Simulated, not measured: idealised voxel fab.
voxel released beams: a process module
Square cells of 5 nm make up the cross-section cut, whose width is 220 nm.
Format of a cross-section: grid, square cells. Given as bands. Order: top down. Band: one or more rows of cells. Read a band's entry like this: the first values are the height of its top and the height of its bottom in nm, and what follows is the sequence of materials from left to right, each with its width in nm. Note that "blank" is empty space, and that a single material marked "throughout" reaches across the band from edge to edge. All heights in this document are referenced to 0, defined as the level beneath which the wafer, as received, consists entirely of one material. The lowest band is not bounded below; it extends indefinitely downward and is written in the form "0 nm and below". The width entry "30->40" should be interpreted row by row: the top row of cells in the band takes the first number, the bottom row takes the second number, and the change between adjacent rows is uniform throughout. The cross-section has no changed cell in any step marked "remained unchanged". Empty spaces counting at least 8 cells and having no open way to the top are listed in "Tabulated closed voids". The notation width x height at distance is used for each, the distance being from the left edge and all three values in nm. Where a step's line continues beyond its settings, the continuation is a remark by the simulator itself on that step. overlay nm: on a step with a mask, how far right of its planned place the mask lay; negative means left.

Plan
| 1 | RECEIVE, material Si |
| 2 | CONFORMAL_DEP, material SiN, thk nm 5 |
| 3 | DIRECTIONAL_DEP, material SiO2, thk nm 10 |
| 4 | MASKED_ETCH, tone open, mask id ANCHOR, width nm 35, etch materials SiO2, depth nm 10, overlay nm 0 |
| 5 | CONFORMAL_DEP, material W, thk nm 10 |
| 6 | MASKED_ETCH, tone cover, mask id BEAM, width nm 120, etch materials W, depth nm 10, overlay nm 0 |
| 7 | STRIP, etch materials SiO2 |

Cross-sectional view of the wafer in its as-received condition, corresponding to the state after step 1
	0 nm and below  Si throughout
	Tabulated closed voids: none

Wafer cross-section at module end: first of two, run to plan
	25 nm to 15 nm  blank 45 / W 15 / blank 15 / W 90 / blank 55
	15 nm to 5 nm  blank 50 / W 35 / blank 135
	5 nm to 0 nm  SiN throughout
	0 nm and below  Si throughout
	Tabulated closed voids: none

Presented here is a cross-section of the second of the two wafers as it stood at the end of the module. It was started in the same manner and assigned the same plan as the first wafer; however, one mistake was made in its execution
	20 nm to 10 nm  blank 45 / W 15 / blank 15 / W 90 / blank 55
	10 nm to 0 nm  blank 50 / W 35 / blank 135
	0 nm and below  Si throughout
	Tabulated closed voids: none
Finding, execution versus plan: step 2 of the plan did not run at all; it was left out
Looking at both finished wafers in cells, the second ends up ahead of or behind the first on some materials: SiN -44
